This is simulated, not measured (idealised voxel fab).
Name of the process module below: voxel ribs on slabs
In the cross-section labelled cut, the width is 200 nm and each square cell is 5 nm.
Reading order for cross-sections: top band down to bottom band. Underlying form: a grid of square cells. Band size: one or more rows of cells. Heights first: top, then bottom, in nm. Then materials, left to right, each with a width in nm. "edge to edge" on a single material: fills the band edge to edge. "air": empty space. It should be noted that heights are counted from 0, beneath which the wafer as supplied is of one material throughout, and that the lowest band possesses no lower boundary but continues downward, as written in "0 -> down". Read "30 to 40" as a graded width: first number on top, second number at the bottom, same change between each pair of neighbouring rows. When a step is marked "no change occurred", none of the cells in the cross-section changed during that step. What "Trapped cavities" gives you is every empty space of 8 cells or more that is cut off from the top. Each appears as width x height at distance, with the distance taken from the left edge and width, height and distance all in nm. Where a step's line continues beyond its settings, the continuation is a remark by the simulator itself on that step. "overlay nm" denotes, for a step that has a mask, the displacement of the mask to the right of its planned place, with negative values corresponding to the left.
Process steps (planned):
1,RECEIVE (material Si)
2,DIRECTIONAL_DEP (material SiO2; thk nm 30)
3,DIRECTIONAL_DEP (material polySi; thk nm 15)
4,MASKED_ETCH (tone cover; mask id RIB; width nm 15; etch materials polySi; depth nm 10; overlay nm 0)
5,PATTERN (tone cover; mask id SLAB; material resist; width nm 55; thk nm 15; overlay nm 0)
6,DIRECTIONAL_ETCH (etch materials polySi; depth nm 5)
7,STRIP (etch materials resist)
8,FILL_DEP (material SiO2; thk nm 20)
9,CMP (height nm 55)
10,DIRECTIONAL_DEP (material W; thk nm 5)
11,MASKED_ETCH (tone cover; mask id HEATER; width nm 25; etch materials W; depth nm 5; overlay nm 0)
12,CONFORMAL_DEP (material SiN; thk nm 5)
First of two wafers, processed according to plan:
Cross-section of the wafer at receipt, which is the condition after step 1:
* 0 -> down | Si edge to edge
* Trapped cavities: none
Wafer after step 2 (cross-section):
* 30 -> 0 | SiO2 edge to edge
* Everything under 0 stays put, no change at all.
Wafer after step 3 (cross-section):
* 45 -> 30 | polySi edge to edge
* Everything under 30 stays put, no change at all.
Wafer after step 4 (cross-section):
* 45 -> 35 | air (90)  polySi (15)  air (95)
* Everything under 35 stays put, no change at all.
Wafer after step 5 (cross-section):
* 60 -> 45 | air (70)  resist (55)  air (75)
* 45 -> 35 | air (70)  resist (20)  polySi (15)  resist (20)  air (75)
* Everything under 35 stays put, no change at all.
Wafer after step 6 (cross-section):
* 60 -> 45 | air (70)  resist (55)  air (75)
* 45 -> 35 | air (70)  resist (20)  polySi (15)  resist (20)  air (75)
* 35 -> 30 | air (70)  polySi (55)  air (75)
* Everything under 30 stays put, no change at all.
Wafer after step 7 (cross-section):
* 45 -> 35 | air (90)  polySi (15)  air (95)
* Everything under 35 stays put, no change at all.
Wafer after step 8 (cross-section):
* 65 -> 45 | SiO2 edge to edge
* 45 -> 35 | SiO2 (90)  polySi (15)  SiO2 (95)
* 35 -> 30 | SiO2 (70)  polySi (55)  SiO2 (75)
* Everything under 30 stays put, no change at all.
Wafer after step 9 (cross-section):
* 55 -> 45 | SiO2 edge to edge
* Everything under 45 stays put, no change at all.
Wafer after step 10 (cross-section):
* 60 -> 55 | W edge to edge
* Everything under 55 stays put, no change at all.
Wafer after step 11 (cross-section):
* 60 -> 55 | air (85)  W (25)  air (90)
* Everything under 55 stays put, no change at all.
Wafer after step 12 (cross-section):
* 65 -> 60 | air (80)  SiN (35)  air (85)
* 60 -> 55 | SiN (85)  W (25)  SiN (90)
* Everything under 55 stays put, no change at all.
second wafer: like start, like plan, one mistake. Through step 3 it matches the first wafer:
Cross-section: second wafer, time at which step 4 was scheduled to end:
* 45 -> 35 | polySi (90)  air (15)  polySi (95)
* Everything under 35 stays put, no change at all.
Cross-section: second wafer, time at which step 5 was scheduled to end:
* 60 -> 45 | air (70)  resist (55)  air (75)
* 45 -> 35 | polySi (90)  resist (15)  polySi (95)
* Everything under 35 stays put, no change at all.
Cross-section: second wafer, time at which step 6 was scheduled to end:
* 60 -> 45 | air (70)  resist (55)  air (75)
* 45 -> 40 | air (70)  polySi (20)  resist (15)  polySi (20)  air (75)
* Everything under 40 stays put, no change at all.
Cross-section: second wafer, time at which step 7 was scheduled to end:
* 45 -> 40 | air (70)  polySi (20)  air (15)  polySi (20)  air (75)
* 40 -> 35 | polySi (90)  air (15)  polySi (95)
* Everything under 35 stays put, no change at all.
Cross-section: second wafer, time at which step 8 was scheduled to end:
* 65 -> 45 | SiO2 edge to edge
* 45 -> 40 | SiO2 (70)  polySi (20)  SiO2 (15)  polySi (20)  SiO2 (75)
* 40 -> 35 | polySi (90)  SiO2 (15)  polySi (95)
* Everything under 35 stays put, no change at all.
Cross-section: second wafer, time at which step 9 was scheduled to end:
* 55 -> 45 | SiO2 edge to edge
* Everything under 45 stays put, no change at all.
Cross-section: second wafer, time at which step 10 was scheduled to end:
* 60 -> 55 | W edge to edge
* Everything under 55 stays put, no change at all.
Cross-section: second wafer, time at which step 11 was scheduled to end:
* 60 -> 55 | air (85)  W (25)  air (90)
* Everything under 55 stays put, no change at all.
Cross-section: second wafer, time at which step 12 was scheduled to end:
* 65 -> 60 | air (80)  SiN (35)  air (85)
* 60 -> 55 | SiN (85)  W (25)  SiN (90)
* Everything under 55 stays put, no change at all.
Here's what went sideways: off-plan run, step 4, actual operation and settings MASKED_ETCH (tone open; mask id RIB; width nm 15; etch materials polySi; depth nm 10; overlay nm 0)
End check, counted in cells, second wafer has more or fewer of these materials than the first: 68 fewer of SiO2, 68 more of polySi
